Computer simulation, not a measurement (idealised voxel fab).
The name of this process module is voxel self aligned vias.
Pictured: cross-section cut, 205 nm wide, on a grid of 5 nm square cells.
Cross-section = grid of square cells, listed top down in bands; band = one or more rows. Top, bottom (nm), then materials left to right with widths (nm); lone material tagged "full width" fills the whole band edge to edge; "empty" = empty space. We count height from 0. Below that, the starting wafer is all one material. The lowest band never ends at the bottom but goes on down; see "0 down" for how that is written. With a width like "30 to 40", each row of cells in the band differs from the next by the same amount, the top row carrying the first number and the bottom row the second. Step note "all unchanged" = no cross-section cell changed. Basically, "Sealed void inventory" tells you about the enclosed voids: empty spaces with no open way to the top, 8 cells or bigger, each written width x height at distance, where distance is from the left edge, all in nm. Whatever follows a step's settings on its line is a remark the simulator itself makes about that step. Steps that use a mask can have "overlay nm" on their line. It says how far the mask sat to the right of where it was meant to be. Negative means to the left.

[Process steps (planned)]
- 1: RECEIVE, material Si
- 2: CONFORMAL_DEP, material SiO2, thk nm 10
- 3: CONFORMAL_DEP, material SiCN, thk nm 5
- 4: DIRECTIONAL_DEP, material lowk, thk nm 20
- 5: DIRECTIONAL_DEP, material aC, thk nm 10
- 6: PATTERN, tone open, mask id LINES, material resist, width nm 30, pitch nm 80, thk nm 30, overlay nm 0
- 7: DIRECTIONAL_ETCH, etch materials aC, depth nm 10
- 8: STRIP, etch materials resist
- 9: DIRECTIONAL_ETCH, etch materials lowk, depth nm 20
- 10: STRIP, etch materials aC
- 11: CONFORMAL_DEP, material TiN, thk nm 5
- 12: FILL_DEP, material Ru, thk nm 5
- 13: CMP, height nm 35
- 14: SELECTIVE_ETCH, etch materials W Ru TiN, depth nm 10
- 15: FILL_DEP, material SiN, thk nm 10
- 16: CMP, height nm 35
- 17: DIRECTIONAL_DEP, material lowk, thk nm 15
- 18: DIRECTIONAL_DEP, material aC, thk nm 10
- 19: PATTERN, tone open, mask id VIAS, material resist, width nm 50, thk nm 30, overlay nm 0
- 20: DIRECTIONAL_ETCH, etch materials aC, depth nm 10
- 21: STRIP, etch materials resist
- 22: DIRECTIONAL_ETCH, etch materials lowk, depth nm 15
- 23: DIRECTIONAL_ETCH, etch materials SiN, depth nm 10
- 24: STRIP, etch materials aC
- 25: CONFORMAL_DEP, material TiN, thk nm 5
- 26: FILL_DEP, material W, thk nm 10
- 27: CMP, height nm 50
- 28: CONFORMAL_DEP, material SiN, thk nm 5

[This is the cross-section of the wafer as we received it, i.e. after step 1]
	0 down = Si full width
	Sealed void inventory: none

[End state of the module in cross-section, given the above starting point and plan and one mistake in execution]
	55 to 50 = SiN full width
	50 to 40 = lowk (35); TiN (5); W (45); TiN (5); lowk (115)
	40 to 35 = lowk (35); TiN (15); W (20); TiN (20); lowk (115)
	35 to 30 = lowk (45); TiN (5); W (20); TiN (5); lowk (50); SiN (30); lowk (50)
	30 to 25 = lowk (45); TiN (30); lowk (50); SiN (30); lowk (50)
	25 to 20 = lowk (45); TiN (5); Ru (20); TiN (5); lowk (50); TiN (5); Ru (20); TiN (5); lowk (50)
	20 to 15 = lowk (45); TiN (30); lowk (50); TiN (30); lowk (50)
	15 to 10 = SiCN full width
	10 to 0 = SiO2 full width
	0 down = Si full width
	Sealed void inventory: none
Want to know what went wrong? the process deviated at step 19: the operation and settings actually run there were PATTERN, tone open, mask id VIAS, material resist, width nm 55, thk nm 30, overlay nm 0
